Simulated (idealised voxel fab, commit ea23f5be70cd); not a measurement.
Module name: voxel capacitor over wiring (process module)
Each square cell in cross-section cut measures 5 nm, and the section as a whole is 190 nm wide.
Cross-section spec: square-cell grid; bands listed top down; each band is one or more rows.
Each band's line starts with the height of the band's top and of its bottom, in nm. Then come its materials from left to right, each with its width in nm. One material with "edge to edge" fills the band from edge to edge. "air" is empty space.
Heights are reckoned from 0. Under this level, the received wafer is all of one material. The bottommost band is open-ended downward, for example "0 and below".
A width such as "30..40" changes by the same amount from each row of cells to the next, from the band's top row to its bottom row.
"identical to before", as given for a step, is the statement that not any cell of the cross-section underwent a change during that step.
"Non-vented voids": sealed empty spaces, 8 cells or more, no open way to top, listed width x height at distance, with distance from the left edge and width, height and distance in nm.
Heads up: the bit after the settings on a step's line is the simulator's remark on that step.
"overlay nm" answers the question of how far to the right of plan the mask lay on a step that has a mask, and when it is negative the answer is to the left.
# These are the steps we planned for the process
1) RECEIVE | material Si
2) CONFORMAL_DEP | material SiO2 | thk nm 10
3) CONFORMAL_DEP | material SiN | thk nm 5
4) DIRECTIONAL_DEP | material SiO2 | thk nm 15
5) DIRECTIONAL_DEP | material aC | thk nm 10
6) PATTERN | tone open | mask id METAL_1 | material resist | width nm 30 | pitch nm 80 | thk nm 30 | overlay nm 0
7) DIRECTIONAL_ETCH | etch materials aC | depth nm 10
8) STRIP | etch materials resist
9) DIRECTIONAL_ETCH | etch materials SiO2 | depth nm 15
10) DIRECTIONAL_ETCH | etch materials SiN | depth nm 5
11) STRIP | etch materials aC
12) CONFORMAL_DEP | material TiN | thk nm 5
13) FILL_DEP | material Ru | thk nm 10
14) CMP | height nm 30
15) EPI | material Ru | thk nm 5
16) FILL_DEP | material SiCN | thk nm 5
17) DIRECTIONAL_DEP | material SiO2 | thk nm 10
18) MASKED_ETCH | tone open | mask id PLUG_1 | width nm 15 | etch materials SiO2 | depth nm 10 | overlay nm 0
19) MASKED_ETCH | tone open | mask id PLUG_1 | width nm 15 | etch materials SiCN | depth nm 5 | overlay nm 0
20) CONFORMAL_DEP | material TiN | thk nm 5
21) FILL_DEP | material Cu | thk nm 5
22) CMP | height nm 50
23) DIRECTIONAL_DEP | material TiN | thk nm 5
24) DIRECTIONAL_DEP | material HfO2 | thk nm 5
25) DIRECTIONAL_DEP | material TiN | thk nm 10
26) DIRECTIONAL_DEP | material aC | thk nm 15
27) PATTERN | tone cover | mask id UPPER_PLATE | material resist | width nm 55 | thk nm 30 | overlay nm 0
28) DIRECTIONAL_ETCH | etch materials aC | depth nm 15
29) STRIP | etch materials resist
30) DIRECTIONAL_ETCH | etch materials TiN | depth nm 10
31) DIRECTIONAL_ETCH | etch materials HfO2 | depth nm 5
32) STRIP | etch materials aC
33) PATTERN | tone cover | mask id LOWER_PLATE | material resist | width nm 65 | thk nm 15 | overlay nm 0
34) DIRECTIONAL_ETCH | etch materials TiN | depth nm 5
35) STRIP | etch materials resist
36) FILL_DEP | material SiO2 | thk nm 20
37) CMP | height nm 85
38) MASKED_ETCH | tone open | mask id PLUG_2 | width nm 15 | etch materials SiO2 | depth nm 15 | overlay nm 0
39) CONFORMAL_DEP | material TiN | thk nm 5
40) FILL_DEP | material W | thk nm 5
41) CMP | height nm 85
42) CONFORMAL_DEP | material SiCN | thk nm 5
# Cross-section, incoming material, after step 1
	0 and below: Si edge to edge
	Non-vented voids: none
# Post-module cross-section of the first of two wafers (run per plan)
	90 down to 85: SiCN edge to edge
	85 down to 75: SiO2: 65, then TiN: 5, then W: 5, then TiN: 5, then SiO2: 110
	75 down to 70: SiO2: 65, then TiN: 15, then SiO2: 110
	70 down to 60: SiO2: 55, then TiN: 55, then SiO2: 80
	60 down to 55: SiO2: 55, then HfO2: 55, then SiO2: 80
	55 down to 50: SiO2: 50, then TiN: 65, then SiO2: 75
	50 down to 40: SiO2: 55, then TiN: 5, then Cu: 5, then TiN: 5, then SiO2: 120
	40 down to 35: SiCN: 55, then TiN: 15, then SiCN: 120
	35 down to 30: SiCN: 35, then Ru: 40, then SiCN: 40, then Ru: 40, then SiCN: 35
	30 down to 15: SiO2: 40, then TiN: 5, then Ru: 20, then TiN: 5, then SiO2: 50, then TiN: 5, then Ru: 20, then TiN: 5, then SiO2: 40
	15 down to 10: SiN: 40, then TiN: 30, then SiN: 50, then TiN: 30, then SiN: 40
	10 down to 0: SiO2 edge to edge
	0 and below: Si edge to edge
	Non-vented voids: none
# Second wafer through the module, sectioned at the end: same beginning and same plan as the first wafer, with one mistake in carrying it out
	90 down to 85: SiCN edge to edge
	85 down to 75: SiO2: 65, then TiN: 5, then W: 5, then TiN: 5, then SiO2: 110
	75 down to 70: SiO2: 65, then TiN: 15, then SiO2: 110
	70 down to 60: SiO2: 55, then TiN: 55, then SiO2: 80
	60 down to 55: SiO2: 55, then HfO2: 55, then SiO2: 80
	55 down to 50: SiO2: 55, then TiN: 55, then SiO2: 80
	50 down to 40: SiO2: 55, then TiN: 5, then Cu: 5, then TiN: 5, then SiO2: 120
	40 down to 35: SiCN: 55, then TiN: 15, then SiCN: 120
	35 down to 30: SiCN: 35, then Ru: 40, then SiCN: 40, then Ru: 40, then SiCN: 35
	30 down to 15: SiO2: 40, then TiN: 5, then Ru: 20, then TiN: 5, then SiO2: 50, then TiN: 5, then Ru: 20, then TiN: 5, then SiO2: 40
	15 down to 10: SiN: 40, then TiN: 30, then SiN: 50, then TiN: 30, then SiN: 40
	10 down to 0: SiO2 edge to edge
	0 and below: Si edge to edge
	Non-vented voids: none
Plan not followed: step 33 was run on a setting that differed from the plan, and what really ran there is PATTERN | tone cover | mask id LOWER_PLATE | material resist | width nm 55 | thk nm 15 | overlay nm 0
at the end the second wafer has, in cells: +2 SiO2, -2 TiN
